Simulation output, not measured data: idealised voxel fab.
process module | voxel self aligned vias
cross-section cut | 255 nm wide | cells 5 nm
A cross-section is a grid of square cells, given in bands from the top down. A band is one or more rows of cells.
Each band's line starts with the height of the band's top and of its bottom, in nm. Then come its materials from left to right, each with its width in nm. One material with "throughout" fills the band from edge to edge. "air" is empty space.
Height 0 is the level under which the wafer as received is all one material. The lowest band goes on downwards, as in "0 down".
A width such as "30 to 40" changes by the same amount from each row of cells to the next, from the band's top row to its bottom row.
"no change" after a step means that no cell of the cross-section changed.
closed voids: empty space of 8 cells or more with no open way to the top, each as width x height at its distance from the left edge, in nm
after a step's settings: what the simulator itself notes on the step
overlay nm, on a step with a mask: how far to the right of its planned place the mask lay; to the left if negative
plan
1 op RECEIVE | material Si
2 op CONFORMAL_DEP | material SiO2 | thk nm 15
3 op CONFORMAL_DEP | material SiCN | thk nm 5
4 op DIRECTIONAL_DEP | material lowk | thk nm 25
5 op PATTERN | tone open | mask id LINES | material resist | width nm 30 | pitch nm 70 | thk nm 15 | overlay nm 0
6 op DIRECTIONAL_ETCH | etch materials lowk | depth nm 25
7 op STRIP | etch materials resist
8 op CONFORMAL_DEP | material TiN | thk nm 5
9 op FILL_DEP | material W | thk nm 10
10 op CMP | height nm 45
11 op SELECTIVE_ETCH | etch materials W Ru TiN | depth nm 5
12 op FILL_DEP | material SiN | thk nm 5
13 op CMP | height nm 45
14 op DIRECTIONAL_DEP | material lowk | thk nm 15
15 op DIRECTIONAL_DEP | material aC | thk nm 15
16 op PATTERN | tone open | mask id VIAS | material resist | width nm 50 | pitch nm 70 | thk nm 30 | overlay nm 0
17 op DIRECTIONAL_ETCH | etch materials aC | depth nm 15
18 op STRIP | etch materials resist
19 op DIRECTIONAL_ETCH | etch materials lowk | depth nm 15
20 op DIRECTIONAL_ETCH | etch materials SiN | depth nm 5
21 op STRIP | etch materials aC
22 op CONFORMAL_DEP | material TiN | thk nm 5
23 op FILL_DEP | material Cu | thk nm 10
24 op CMP | height nm 60
25 op CONFORMAL_DEP | material SiN | thk nm 5
as received, after step 1
  0 down: Si throughout
  closed voids: none
a wafer at the end: this start, this plan, one mistake
  65 to 60: W throughout
  60 to 50: lowk 65 | TiN 5 | Cu 40 | TiN 5 | lowk 20 | TiN 5 | Cu 40 | TiN 5 | lowk 70
  50 to 45: lowk 65 | TiN 15 | Cu 20 | TiN 15 | lowk 20 | TiN 15 | Cu 20 | TiN 15 | lowk 70
  45 to 40: lowk 75 | TiN 30 | lowk 40 | TiN 30 | lowk 80
  40 to 25: lowk 75 | TiN 5 | W 20 | TiN 5 | lowk 40 | TiN 5 | W 20 | TiN 5 | lowk 80
  25 to 20: lowk 75 | TiN 30 | lowk 40 | TiN 30 | lowk 80
  20 to 15: SiCN throughout
  15 to 0: SiO2 throughout
  0 down: Si throughout
  closed voids: none
what went wrong: step 25 ran as: op CONFORMAL_DEP | material W | thk nm 5
